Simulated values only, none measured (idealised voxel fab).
Proc. module: voxel capacitor over wiring
Each square cell in cross-section cut measures 5 nm, and the section as a whole is 155 nm wide.
When this document writes out a cross-section, it uses a grid of square cells and lists it as bands, beginning at the top and moving down, with a band standing for one or more rows of cells. A band entry consists of two parts. The first gives the height of the band's top and the height of its bottom, in nm. The rest lists the band's materials from left to right, each with its width in nm. A single material labelled with the word "full width" fills the band from edge to edge, and the word "empty" marks empty space. Ref level 0: as-received wafer is one material below here. Bottom band extends down with no lower bound ("z 0 and below"). The notation "30->40" denotes a width that varies across the rows of cells in the band, beginning at the first number in the top row, finishing at the second number in the bottom row, and changing by an identical amount from each row to the next. The cross-section has no changed cell in any step marked "left unchanged". Empty spaces without an open route to the top, at least 8 cells in extent, make up the entry "Fully closed voids"; each is given as width x height at distance, where the distance is measured from the left edge, and all are in nm. Where a step's line continues beyond its settings, the continuation is a remark by the simulator itself on that step. The setting "overlay nm" may be written on the line of a step. When the step uses a mask, the value reports how far to the right of the planned place the mask lay, and a negative value reports that it lay to the left.

# Planned process steps
1 RECEIVE with material Si
2 CONFORMAL_DEP with material SiO2, thk nm 10
3 CONFORMAL_DEP with material SiCN, thk nm 5
4 DIRECTIONAL_DEP with material SiO2, thk nm 25
5 MASKED_ETCH with tone open, mask id METAL_1, width nm 25, pitch nm 95, etch materials SiO2, depth nm 25, overlay nm 0
6 MASKED_ETCH with tone open, mask id METAL_1, width nm 25, pitch nm 95, etch materials SiCN, depth nm 5, overlay nm 0
7 CONFORMAL_DEP with material TiN, thk nm 5
8 FILL_DEP with material Cu, thk nm 5
9 CMP with height nm 40
10 EPI with material Ru, thk nm 5
11 FILL_DEP with material SiCN, thk nm 5
12 DIRECTIONAL_DEP with material SiO2, thk nm 20
13 MASKED_ETCH with tone open, mask id PLUG_1, width nm 15, etch materials SiO2, depth nm 20, overlay nm 0
14 MASKED_ETCH with tone open, mask id PLUG_1, width nm 15, etch materials SiCN, depth nm 5, overlay nm 0
15 CONFORMAL_DEP with material TiN, thk nm 5
16 FILL_DEP with material Ru, thk nm 10
17 CMP with height nm 70
18 DIRECTIONAL_DEP with material TiN, thk nm 5
19 DIRECTIONAL_DEP with material SiN, thk nm 5
20 DIRECTIONAL_DEP with material TiN, thk nm 5
21 DIRECTIONAL_DEP with material aC, thk nm 15
22 PATTERN with tone cover, mask id UPPER_PLATE, material resist, width nm 75, thk nm 35, overlay nm 0
23 DIRECTIONAL_ETCH with etch materials aC, depth nm 15
24 STRIP with etch materials resist
25 DIRECTIONAL_ETCH with etch materials TiN, depth nm 5
26 DIRECTIONAL_ETCH with etch materials SiN, depth nm 5
27 STRIP with etch materials aC
28 MASKED_ETCH with tone cover, mask id LOWER_PLATE, width nm 85, etch materials TiN, depth nm 5, overlay nm 0
29 FILL_DEP with material SiO2, thk nm 20
30 CMP with height nm 100
31 MASKED_ETCH with tone open, mask id PLUG_2, width nm 15, etch materials SiO2, depth nm 15, overlay nm 0
32 CONFORMAL_DEP with material TiN, thk nm 5
33 FILL_DEP with material Cu, thk nm 5
34 CMP with height nm 100
35 CONFORMAL_DEP with material SiCN, thk nm 5

# Cross-section of the wafer as it came to us, i.e., already through step 1
	z 0 and below: Si full width
	Fully closed voids: none

# Cross-sectional result after module completion. Note: starting condition and plan are unchanged from above; one processing mistake was made
	z 105 to 100: SiCN full width
	z 100 to 90: SiO2=35, TiN=5, Cu=5, TiN=5, SiO2=105
	z 90 to 85: SiO2=35, TiN=15, SiO2=105
	z 85 to 80: SiO2=25, SiN=75, SiO2=55
	z 80 to 75: SiO2=20, TiN=85, SiO2=50
	z 75 to 70: TiN full width
	z 70 to 50: SiO2=25, TiN=5, Ru=5, TiN=5, SiO2=115
	z 50 to 45: SiCN=25, TiN=15, SiCN=115
	z 45 to 40: SiCN=10, Ru=35, SiCN=60, Ru=35, SiCN=15
	z 40 to 15: SiO2=15, TiN=5, Cu=15, TiN=5, SiO2=70, TiN=5, Cu=15, TiN=5, SiO2=20
	z 15 to 10: SiCN=15, TiN=25, SiCN=70, TiN=25, SiCN=20
	z 10 to 0: SiO2 full width
	z 0 and below: Si full width
	Fully closed voids: none
Misprocessing identified: the intended sequence of steps 19 and 20 was reversed during processing, with each occupying the position of the other
